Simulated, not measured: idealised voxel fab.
The document below concerns the process module designated voxel ribs on slabs.
It is cross-section cut that appears here, measuring 165 nm in width, its square cells being 5 nm in size.
Cross-section = grid of square cells, listed top down in bands; band = one or more rows. For a band, the entry starts with two heights in nm, that of the top and then that of the bottom, and carries on with the band's materials in order from left to right, each alongside its width in nm; the word "throughout" beside a single material means it fills the band edge to edge, and "empty" means empty space. A quick word on heights: they are counted from 0, and under that level the wafer as it came to us is one material throughout. The lowest band is different from the rest in having no bottom; it simply continues downward, written as in "0 nm and below". Width spec "30..40" -> top row of cells at first value, bottom row at second value, equal per-row change in between. Reading "same as before" for a step: not a cell of the cross-section changed in it. closed voids: empty space of 8 cells or more with no open way to the top, each as width x height at its distance from the left edge, in nm. What comes after the settings on a step's line is commentary from the simulator itself on that step. Steps that use a mask can have "overlay nm" on their line. It says how far the mask sat to the right of where it was meant to be. Negative means to the left.
Process steps - plan:
1 RECEIVE, material Si
2 DIRECTIONAL_DEP, material SiO2, thk nm 25
3 DIRECTIONAL_DEP, material SiN, thk nm 15
4 MASKED_ETCH, tone cover, mask id RIB, width nm 25, etch materials SiN, depth nm 5, overlay nm 0
5 PATTERN, tone cover, mask id SLAB, material resist, width nm 55, thk nm 20, overlay nm 0
6 DIRECTIONAL_ETCH, etch materials SiN, depth nm 10
7 STRIP, etch materials resist
8 FILL_DEP, material SiO2, thk nm 15
9 CMP, height nm 50
10 DIRECTIONAL_DEP, material TiN, thk nm 5
11 PATTERN, tone cover, mask id HEATER, material resist, width nm 35, thk nm 20, overlay nm 0
12 DIRECTIONAL_ETCH, etch materials TiN, depth nm 5
13 STRIP, etch materials resist
14 CONFORMAL_DEP, material SiN, thk nm 10
Received-state cross-section, reflecting completion of step 1:
0 nm and below | Si throughout
closed voids: none
First of two wafers: cross-section at end of module, run per plan:
65 nm to 60 nm | empty 55 nm | SiN 55 nm | empty 55 nm
60 nm to 55 nm | SiN throughout
55 nm to 50 nm | SiN 65 nm | TiN 35 nm | SiN 65 nm
50 nm to 40 nm | SiO2 throughout
40 nm to 35 nm | SiO2 70 nm | SiN 25 nm | SiO2 70 nm
35 nm to 25 nm | SiO2 55 nm | SiN 55 nm | SiO2 55 nm
25 nm to 0 nm | SiO2 throughout
0 nm and below | Si throughout
closed voids: none
Second wafer cross-section at end of module - shared start and plan with the first, one mistake in the run:
60 nm to 55 nm | empty 55 nm | SiN 55 nm | empty 55 nm
55 nm to 50 nm | SiN throughout
50 nm to 45 nm | SiN 65 nm | TiN 35 nm | SiN 65 nm
45 nm to 40 nm | SiO2 throughout
40 nm to 35 nm | SiO2 70 nm | SiN 25 nm | SiO2 70 nm
35 nm to 25 nm | SiO2 55 nm | SiN 55 nm | SiO2 55 nm
25 nm to 0 nm | SiO2 throughout
0 nm and below | Si throughout
closed voids: none
Nonconformance to the process plan: step 9 ran with different settings than intended, the actual operation and settings being CMP, height nm 45
Final difference in cells, second wafer against first, listed per material as more or fewer: SiO2 -33
